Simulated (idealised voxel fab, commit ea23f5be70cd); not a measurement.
Presented below is a process module, voxel self aligned contacts.
Cross-sectional view cut (width: 185 nm; square cell size: 5 nm).
This document writes a cross-section as a grid whose cells are square, and gives it as bands, listed from the top down; one or more rows of cells form a band.
Band: top height; bottom height; in nm. Then, left to right: material with width in nm, for each material. "full width": a single material spanning edge to edge. "empty": empty space.
Heights are measured from 0, the level below which the as-received wafer is all one material; the lowest band has no bottom and continues downward, written as in "0 and below".
Top row gets the first number, bottom row gets the second, and each row in between changes by the same step: that is how a band width like "30->40" works.
Any step labelled "no modification" changed none of the cells in the cross-section.
The list in "Voids, sealed" covers empty spaces of 8 cells or more that cannot reach the top through any open way, and it gives each as width x height at distance; the distance is from the left edge, and width, height and distance are in nm.
Step line, after settings: the simulator's comment on this step.
"overlay nm", when on a step's line for a step with a mask, measures how far to the right of its planned place the mask lay; a negative measure means to the left.

Planned step list for the process:
1 RECEIVE: material Si
2 CONFORMAL_DEP: material SiO2, thk nm 5
3 DIRECTIONAL_DEP: material polySi, thk nm 30
4 DIRECTIONAL_DEP: material SiN, thk nm 20
5 PATTERN: tone cover, mask id GATE, material resist, width nm 25, pitch nm 60, thk nm 20, overlay nm 0
6 DIRECTIONAL_ETCH: etch materials SiN, depth nm 20
7 DIRECTIONAL_ETCH: etch materials polySi, depth nm 30
8 STRIP: etch materials resist
9 CONFORMAL_DEP: material SiN, thk nm 10
10 DIRECTIONAL_ETCH: etch materials SiN, depth nm 10
11 FILL_DEP: material SiO2, thk nm 20
12 CMP: height nm 65
13 PATTERN: tone open, mask id CONTACT, material resist, width nm 35, thk nm 15, overlay nm 0
14 DIRECTIONAL_ETCH: etch materials SiO2, depth nm 65
15 STRIP: etch materials resist
16 CONFORMAL_DEP: material TiN, thk nm 5
17 FILL_DEP: material W, thk nm 5
18 CMP: height nm 65
19 CONFORMAL_DEP: material SiCN, thk nm 5
Wafer-to-wafer difference: width nm, step 13. Common start. Plan = first wafer's value.

Sectional view: first of several wafers, as received, after step 1:
0 and below  Si full width
Voids, sealed: none

Note: the following table is arranged by wafer, a row apiece. Each row reports the end-of-module state: per material, cells gained (+) or cells lost (-) compared with the wafer as received; closed voids follow:
width nm 35 | +37 SiCN | +120 SiN | +254 SiO2 | +31 TiN | +16 W | +60 polySi | Voids, sealed: none
width nm 40 | +37 SiCN | +120 SiN | +252 SiO2 | +32 TiN | +17 W | +60 polySi | Voids, sealed: none
width nm 45 | +37 SiCN | +120 SiN | +250 SiO2 | +33 TiN | +18 W | +60 polySi | Voids, sealed: none
width nm 50 | +37 SiCN | +120 SiN | +248 SiO2 | +34 TiN | +19 W | +60 polySi | Voids, sealed: none
width nm 55 | +37 SiCN | +120 SiN | +246 SiO2 | +35 TiN | +20 W | +60 polySi | Voids, sealed: none
width nm 60 | +37 SiCN | +120 SiN | +244 SiO2 | +36 TiN | +21 W | +60 polySi | Voids, sealed: none
